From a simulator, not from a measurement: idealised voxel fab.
Module name: voxel trench capacitor (process module)
Pictured: cross-section cut, 185 nm wide, on a grid of 5 nm square cells.
Square cells in a grid make up a cross-section in this document, and the grid is given as bands, listed from the top down, each one or more rows of cells.
Band entry format. Leading values: height of top, height of bottom, nm. Remainder: materials in left-to-right order, each with its width in nm. Special words: "everywhere" on a single material, which then fills the band edge to edge; "air", empty space.
Beneath 0, the wafer as received is one material, and that level is where height counting begins. The lowest band goes on downward without a bottom; it is written like "0 -> down".
A width given as "30->40" starts at the first number in the band's top row and ends at the second number in its bottom row, shifting by an equal amount at every step from row to row.
The designation "changes: none", where it is given for a processing step, indicates that no cell of the cross-section was altered in the course of that step.
Closed-off voids of 8+ cells (no open route to the top) go in "Sealed internal cavities", written width x height at distance from the left edge, in nm.
after a step's settings: what the simulator itself notes on the step
A step line may carry the setting "overlay nm", which, for steps involving a mask, states the distance by which the mask lay to the right of its intended position; negative values denote displacement to the left.

The process steps that were planned are listed below:
| 1 | op RECEIVE | material Si |
| 2 | op CONFORMAL_DEP | material SiN | thk nm 10 |
| 3 | op DIRECTIONAL_DEP | material aC | thk nm 15 |
| 4 | op PATTERN | tone open | mask id TRENCH | material resist | width nm 25 | pitch nm 50 | thk nm 30 | overlay nm 0 |
| 5 | op DIRECTIONAL_ETCH | etch materials aC | depth nm 15 |
| 6 | op STRIP | etch materials resist |
| 7 | op DIRECTIONAL_ETCH | etch materials SiN | depth nm 10 |
| 8 | op DIRECTIONAL_ETCH | etch materials Si | depth nm 35 |
| 9 | op STRIP | etch materials aC |
| 10 | op CONFORMAL_DEP | material Al2O3 | thk nm 5 |
| 11 | op CONFORMAL_DEP | material TiN | thk nm 5 |
| 12 | op FILL_DEP | material W | thk nm 10 |
| 13 | op CMP | height nm 10 |

The first of the two wafers, which ran as planned:

So this is the incoming wafer in cross-section - it's already been through step 1:
* 0 -> down: Si everywhere
* Sealed internal cavities: none

Wafer after step 2 (cross-section):
* 10 -> 0: SiN everywhere
* Under the height 0 nothing was changed.

Wafer after step 3 (cross-section):
* 25 -> 10: aC everywhere
* Under the height 10 nothing was changed.

Wafer after step 4 (cross-section):
* 55 -> 25: resist (55), air (25), resist (25), air (25), resist (55)
* Under the height 25 nothing was changed.

Wafer after step 5 (cross-section):
* 40 -> 25: resist (55), air (25), resist (25), air (25), resist (55)
* 25 -> 10: aC (55), air (25), aC (25), air (25), aC (55)
* Under the height 10 nothing was changed.

Wafer after step 6 (cross-section):
* 25 -> 10: aC (55), air (25), aC (25), air (25), aC (55)
* Under the height 10 nothing was changed.

Wafer after step 7 (cross-section):
* 25 -> 10: aC (55), air (25), aC (25), air (25), aC (55)
* 10 -> 0: SiN (55), air (25), SiN (25), air (25), SiN (55)
* Under the height 0 nothing was changed.

Wafer after step 8 (cross-section):
* 25 -> 10: aC (55), air (25), aC (25), air (25), aC (55)
* 10 -> 0: SiN (55), air (25), SiN (25), air (25), SiN (55)
* 0 -> -35: Si (55), air (25), Si (25), air (25), Si (55)
* Under the height -35 nothing was changed.

Wafer after step 9 (cross-section):
* 10 -> 0: SiN (55), air (25), SiN (25), air (25), SiN (55)
* Under the height 0 nothing was changed.

Wafer after step 10 (cross-section):
* 15 -> 10: Al2O3 (60), air (15), Al2O3 (35), air (15), Al2O3 (60)
* 10 -> 0: SiN (55), Al2O3 (5), air (15), Al2O3 (5), SiN (25), Al2O3 (5), air (15), Al2O3 (5), SiN (55)
* 0 -> -30: Si (55), Al2O3 (5), air (15), Al2O3 (5), Si (25), Al2O3 (5), air (15), Al2O3 (5), Si (55)
* -30 -> -35: Si (55), Al2O3 (25), Si (25), Al2O3 (25), Si (55)
* Under the height -35 nothing was changed.

Wafer after step 11 (cross-section):
* 20 -> 15: TiN (65), air (5), TiN (45), air (5), TiN (65)
* 15 -> 10: Al2O3 (60), TiN (5), air (5), TiN (5), Al2O3 (35), TiN (5), air (5), TiN (5), Al2O3 (60)
* 10 -> 0: SiN (55), Al2O3 (5), TiN (5), air (5), TiN (5), Al2O3 (5), SiN (25), Al2O3 (5), TiN (5), air (5), TiN (5), Al2O3 (5), SiN (55)
* 0 -> -25: Si (55), Al2O3 (5), TiN (5), air (5), TiN (5), Al2O3 (5), Si (25), Al2O3 (5), TiN (5), air (5), TiN (5), Al2O3 (5), Si (55)
* -25 -> -30: Si (55), Al2O3 (5), TiN (15), Al2O3 (5), Si (25), Al2O3 (5), TiN (15), Al2O3 (5), Si (55)
* Under the height -30 nothing was changed.

Wafer after step 12 (cross-section):
* 30 -> 20: W everywhere
* 20 -> 15: TiN (65), W (5), TiN (45), W (5), TiN (65)
* 15 -> 10: Al2O3 (60), TiN (5), W (5), TiN (5), Al2O3 (35), TiN (5), W (5), TiN (5), Al2O3 (60)
* 10 -> 0: SiN (55), Al2O3 (5), TiN (5), W (5), TiN (5), Al2O3 (5), SiN (25), Al2O3 (5), TiN (5), W (5), TiN (5), Al2O3 (5), SiN (55)
* 0 -> -25: Si (55), Al2O3 (5), TiN (5), W (5), TiN (5), Al2O3 (5), Si (25), Al2O3 (5), TiN (5), W (5), TiN (5), Al2O3 (5), Si (55)
* Under the height -25 nothing was changed.

Wafer after step 13 (cross-section):
* 10 -> 0: SiN (55), Al2O3 (5), TiN (5), W (5), TiN (5), Al2O3 (5), SiN (25), Al2O3 (5), TiN (5), W (5), TiN (5), Al2O3 (5), SiN (55)
* Under the height 0 nothing was changed.

The second wafer: identical to the first at the outset and in its planned sequence, differing only in that one mistake was made during processing; up to and including step 9, its path is the first wafer's path:

Here is the second wafer in cross-section at the point where step 10 of the plan should have been done:
* 15 -> 10: TiN (60), air (15), TiN (35), air (15), TiN (60)
* 10 -> 0: SiN (55), TiN (5), air (15), TiN (5), SiN (25), TiN (5), air (15), TiN (5), SiN (55)
* 0 -> -30: Si (55), TiN (5), air (15), TiN (5), Si (25), TiN (5), air (15), TiN (5), Si (55)
* -30 -> -35: Si (55), TiN (25), Si (25), TiN (25), Si (55)
* Under the height -35 nothing was changed.

Here is the second wafer in cross-section at the point where step 11 of the plan should have been done:
* 20 -> 10: TiN (65), air (5), TiN (45), air (5), TiN (65)
* 10 -> 0: SiN (55), TiN (10), air (5), TiN (10), SiN (25), TiN (10), air (5), TiN (10), SiN (55)
* 0 -> -25: Si (55), TiN (10), air (5), TiN (10), Si (25), TiN (10), air (5), TiN (10), Si (55)
* -25 -> -35: Si (55), TiN (25), Si (25), TiN (25), Si (55)
* Under the height -35 nothing was changed.

Here is the second wafer in cross-section at the point where step 12 of the plan should have been done:
* 30 -> 20: W everywhere
* 20 -> 10: TiN (65), W (5), TiN (45), W (5), TiN (65)
* 10 -> 0: SiN (55), TiN (10), W (5), TiN (10), SiN (25), TiN (10), W (5), TiN (10), SiN (55)
* 0 -> -25: Si (55), TiN (10), W (5), TiN (10), Si (25), TiN (10), W (5), TiN (10), Si (55)
* Under the height -25 nothing was changed.

Here is the second wafer in cross-section at the point where step 13 of the plan should have been done:
* 10 -> 0: SiN (55), TiN (10), W (5), TiN (10), SiN (25), TiN (10), W (5), TiN (10), SiN (55)
* Under the height 0 nothing was changed.
Want to know what went wrong? step 10 was run on a setting that differed from the plan, and what really ran there is op CONFORMAL_DEP | material TiN | thk nm 5
Final tally in cells, some materials are higher or lower on the second wafer than on the first: Al2O3: 42 fewer | TiN: 42 more
